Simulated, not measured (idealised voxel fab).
Name of the process module below: voxel wiring stack
Cross-sectional view cut (width: 200 nm; square cell size: 5 nm).
Throughout this document, each cross-section is represented as a grid of square cells and is presented as a sequence of bands enumerated from the top downward, where a band comprises one or more rows of cells.
Band: top height; bottom height; in nm. Then, left to right: material with width in nm, for each material. "all across": a single material spanning edge to edge. "empty": empty space.
Heights are reckoned from 0. Under this level, the received wafer is all of one material. The bottommost band is open-ended downward, for example "0 and below".
Think of "30->40" as a width that walks from the first number to the second as you go down the band, top row to bottom row, taking equal-sized steps from row to row.
No cell of the cross-section changed in a step that is given as "remained the same".
"Closed internal voids" specifies each empty space that is not open to the top and that occupies no fewer than 8 cells, using the form width x height at distance, the distance measured from the left edge and all three quantities in nm.
What comes after the settings on a step's line is commentary from the simulator itself on that step.
The "overlay nm" setting may appear on a step's line; for a step that uses a mask, it gives how far to the right of its planned position the mask lay, and a negative value indicates the left.

**This section lists the process steps that were planned**
step 1: RECEIVE, material Si
step 2: CONFORMAL_DEP, material SiO2, thk nm 10
step 3: CONFORMAL_DEP, material SiN, thk nm 5
step 4: DIRECTIONAL_DEP, material SiO2, thk nm 25
step 5: MASKED_ETCH, tone open, mask id METAL_1, width nm 25, pitch nm 55, etch materials SiO2, depth nm 25, overlay nm 0
step 6: MASKED_ETCH, tone open, mask id METAL_1, width nm 25, pitch nm 55, etch materials SiN, depth nm 5, overlay nm 0
step 7: CONFORMAL_DEP, material TiN, thk nm 5
step 8: FILL_DEP, material W, thk nm 5
step 9: CMP, height nm 40
step 10: EPI, material Ru, thk nm 5
step 11: FILL_DEP, material SiCN, thk nm 5
step 12: DIRECTIONAL_DEP, material lowk, thk nm 25
step 13: PATTERN, tone open, mask id METAL_2, material resist, width nm 25, pitch nm 55, thk nm 15, overlay nm 0
step 14: DIRECTIONAL_ETCH, etch materials lowk, depth nm 15
step 15: STRIP, etch materials resist
step 16: MASKED_ETCH, tone open, mask id METAL_2_HOLES, width nm 15, pitch nm 55, etch materials lowk, depth nm 10, overlay nm 0
step 17: MASKED_ETCH, tone open, mask id METAL_2_HOLES, width nm 15, pitch nm 55, etch materials SiCN, depth nm 5, overlay nm 0
step 18: CONFORMAL_DEP, material TiN, thk nm 5
step 19: FILL_DEP, material Cu, thk nm 5
step 20: CMP, height nm 75
step 21: CONFORMAL_DEP, material SiN, thk nm 5

**Incoming wafer in cross-section (state: after step 1)**
* 0 and below: Si all across
* Closed internal voids: none

**Run as planned - first of the two wafers cross-sectioned at the end of the module**
* 80 down to 75: SiN all across
* 75 down to 65: lowk: 60, TiN: 5, Cu: 15, TiN: 5, lowk: 30, TiN: 5, Cu: 15, TiN: 5, lowk: 60
* 65 down to 60: lowk: 60, TiN: 5, Cu: 5, TiN: 15, lowk: 30, TiN: 5, Cu: 5, TiN: 15, lowk: 60
* 60 down to 50: lowk: 60, TiN: 5, Cu: 5, TiN: 5, lowk: 40, TiN: 5, Cu: 5, TiN: 5, lowk: 70
* 50 down to 45: SiCN: 60, TiN: 15, SiCN: 40, TiN: 15, SiCN: 70
* 45 down to 40: SiCN: 55, Ru: 35, SiCN: 20, Ru: 35, SiCN: 55
* 40 down to 15: SiO2: 60, TiN: 5, W: 15, TiN: 5, SiO2: 30, TiN: 5, W: 15, TiN: 5, SiO2: 60
* 15 down to 10: SiN: 60, TiN: 25, SiN: 30, TiN: 25, SiN: 60
* 10 down to 0: SiO2 all across
* 0 and below: Si all across
* Closed internal voids: none

**Second wafer through the module, sectioned at the end: same beginning and same plan as the first wafer, with one mistake in carrying it out**
* 80 down to 75: SiN all across
* 75 down to 65: lowk: 60, TiN: 5, Cu: 15, TiN: 5, lowk: 30, TiN: 5, Cu: 15, TiN: 5, lowk: 60
* 65 down to 60: lowk: 60, TiN: 5, Cu: 5, TiN: 15, lowk: 30, TiN: 5, Cu: 5, TiN: 15, lowk: 60
* 60 down to 50: lowk: 60, TiN: 5, Cu: 5, TiN: 5, lowk: 40, TiN: 5, Cu: 5, TiN: 5, lowk: 70
* 50 down to 45: SiCN: 60, TiN: 15, SiCN: 40, TiN: 15, SiCN: 70
* 45 down to 40: SiCN: 60, Ru: 25, SiCN: 30, Ru: 25, SiCN: 60
* 40 down to 15: SiO2: 65, TiN: 5, W: 5, TiN: 5, SiO2: 40, TiN: 5, W: 5, TiN: 5, SiO2: 65
* 15 down to 10: SiN: 65, TiN: 15, SiN: 40, TiN: 15, SiN: 65
* 10 down to 0: SiO2 all across
* 0 and below: Si all across
* Closed internal voids: none
what went wrong: step 5: run off-plan, actual operation and settings MASKED_ETCH, tone open, mask id METAL_1, width nm 15, pitch nm 55, etch materials SiO2, depth nm 25, overlay nm 0
FYI, end of process, the second wafer has more or fewer cells of some materials than the first: -4 Ru; +4 SiCN; +4 SiN; +20 SiO2; -4 TiN; -20 W
